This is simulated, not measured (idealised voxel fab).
Name of the process module below: voxel double patterning
Cross-section cut: width 190 nm, square cells of 5 nm.
Just so we're on the same page, the cross-sections are grids of square cells, and they're listed out in bands top to bottom, each band one or more rows deep.
This entry defines a band. It first specifies the height of the band's top and the height of its bottom in nm, and then specifies the band's materials from left to right, stating each material with its width in nm. The word "throughout" identifies a single material that fills the band from edge to edge, while the word "air" identifies empty space.
The level at which height equals 0 is the one under which the wafer, as it arrives, is entirely one material. No lower edge exists for the bottom band, which continues downward and is notated as in "from 0 down".
Width: "30..40" (first number = top row, second number = bottom row, same change from row to row of cells).
Key: "remained the same" - step with no changed cell in the cross-section.
Entry "Voids lacking openings" = empty spaces >= 8 cells with no open way to the top; each as width x height at distance, distance from left edge, all nm.
Text after the settings on a step's line: the simulator's own remark on that step.
Steps that use a mask can have "overlay nm" on their line. It says how far the mask sat to the right of where it was meant to be. Negative means to the left.

# The process steps that were planned are listed below
| 1 | RECEIVE [material Si] |
| 2 | CONFORMAL_DEP [material SiO2] [thk nm 10] |
| 3 | DIRECTIONAL_DEP [material polySi] [thk nm 10] |
| 4 | DIRECTIONAL_DEP [material SiCN] [thk nm 10] |
| 5 | PATTERN [tone open] [mask id FIRST] [material resist] [width nm 15] [pitch nm 50] [thk nm 20] [overlay nm 0] |
| 6 | DIRECTIONAL_ETCH [etch materials SiCN] [depth nm 10] |
| 7 | STRIP [etch materials resist] |
| 8 | MASKED_ETCH [tone open] [mask id SECOND] [width nm 15] [etch materials SiCN] [depth nm 10] [overlay nm 0] |
| 9 | DIRECTIONAL_ETCH [etch materials polySi] [depth nm 10] |
| 10 | STRIP [etch materials SiCN] |

# Cross-section of the wafer upon arrival, representing the state reached after step 1
    from 0 down | Si throughout
    Voids lacking openings: none

# What the wafer looks like in cross-section after this module, when it starts as shown above and follows the plan above but one mistake is made in running it
    from 15 to 5 | 60 of polySi / 15 of air / 10 of polySi / 15 of air / 10 of polySi / 15 of air / 65 of polySi
    from 5 to 0 | SiO2 throughout
    from 0 down | Si throughout
    Voids lacking openings: none
Where did the run depart from the plan? so step 2 ended up running with a different setting than we planned, it ran as CONFORMAL_DEP [material SiO2] [thk nm 5]
